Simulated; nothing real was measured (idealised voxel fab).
process module | voxel self aligned vias
cross-section cut | 295 nm wide | cells 5 nm
A cross-section is a grid of square cells, given in bands from the top down. A band is one or more rows of cells.
Each band's line starts with the height of the band's top and of its bottom, in nm. Then come its materials from left to right, each with its width in nm. One material with "throughout" fills the band from edge to edge. "air" is empty space.
Height 0 is the level under which the wafer as received is all one material. The lowest band goes on downwards, as in "0 down".
A width such as "30 to 40" changes by the same amount from each row of cells to the next, from the band's top row to its bottom row.
"no change" after a step means that no cell of the cross-section changed.
closed voids: empty space of 8 cells or more with no open way to the top, each as width x height at its distance from the left edge, in nm
after a step's settings: what the simulator itself notes on the step
overlay nm, on a step with a mask: how far to the right of its planned place the mask lay; to the left if negative
plan
1 op RECEIVE | material Si
2 op CONFORMAL_DEP | material SiO2 | thk nm 15
3 op CONFORMAL_DEP | material SiCN | thk nm 5
4 op DIRECTIONAL_DEP | material SiO2 | thk nm 20
5 op PATTERN | tone open | mask id LINES | material resist | width nm 30 | pitch nm 65 | thk nm 20 | overlay nm 0
6 op DIRECTIONAL_ETCH | etch materials SiO2 | depth nm 20
7 op STRIP | etch materials resist
8 op CONFORMAL_DEP | material TiN | thk nm 5
9 op FILL_DEP | material Ru | thk nm 10
10 op CMP | height nm 40
11 op SELECTIVE_ETCH | etch materials W Ru TiN | depth nm 10
12 op FILL_DEP | material SiN | thk nm 10
13 op CMP | height nm 40
14 op DIRECTIONAL_DEP | material SiO2 | thk nm 15
15 op MASKED_ETCH | tone open | mask id VIAS | width nm 50 | etch materials SiO2 | depth nm 15 | overlay nm 0
16 op MASKED_ETCH | tone open | mask id VIAS | width nm 50 | etch materials SiN | depth nm 10 | overlay nm 0
17 op CONFORMAL_DEP | material TiN | thk nm 5
18 op FILL_DEP | material Ru | thk nm 5
19 op CMP | height nm 55
20 op CONFORMAL_DEP | material SiCN | thk nm 5
as received, after step 1
  0 down: Si throughout
  closed voids: none
a wafer at the end: this start, this plan, one mistake
  60 to 55: SiCN throughout
  55 to 45: SiO2 90 | TiN 5 | Ru 40 | TiN 5 | SiO2 155
  45 to 40: SiO2 90 | TiN 5 | Ru 20 | TiN 25 | SiO2 155
  40 to 35: SiO2 90 | TiN 5 | Ru 20 | TiN 5 | SiO2 35 | SiN 30 | SiO2 110
  35 to 30: SiO2 90 | TiN 30 | SiO2 35 | SiN 30 | SiO2 110
  30 to 25: SiO2 90 | TiN 5 | Ru 20 | TiN 5 | SiO2 35 | TiN 5 | Ru 20 | TiN 5 | SiO2 110
  25 to 20: SiO2 90 | TiN 30 | SiO2 35 | TiN 30 | SiO2 110
  20 to 15: SiCN throughout
  15 to 0: SiO2 throughout
  0 down: Si throughout
  closed voids: none
what went wrong: step 5 ran as: op PATTERN | tone open | mask id LINES | material resist | width nm 30 | pitch nm 65 | thk nm 20 | overlay nm -10
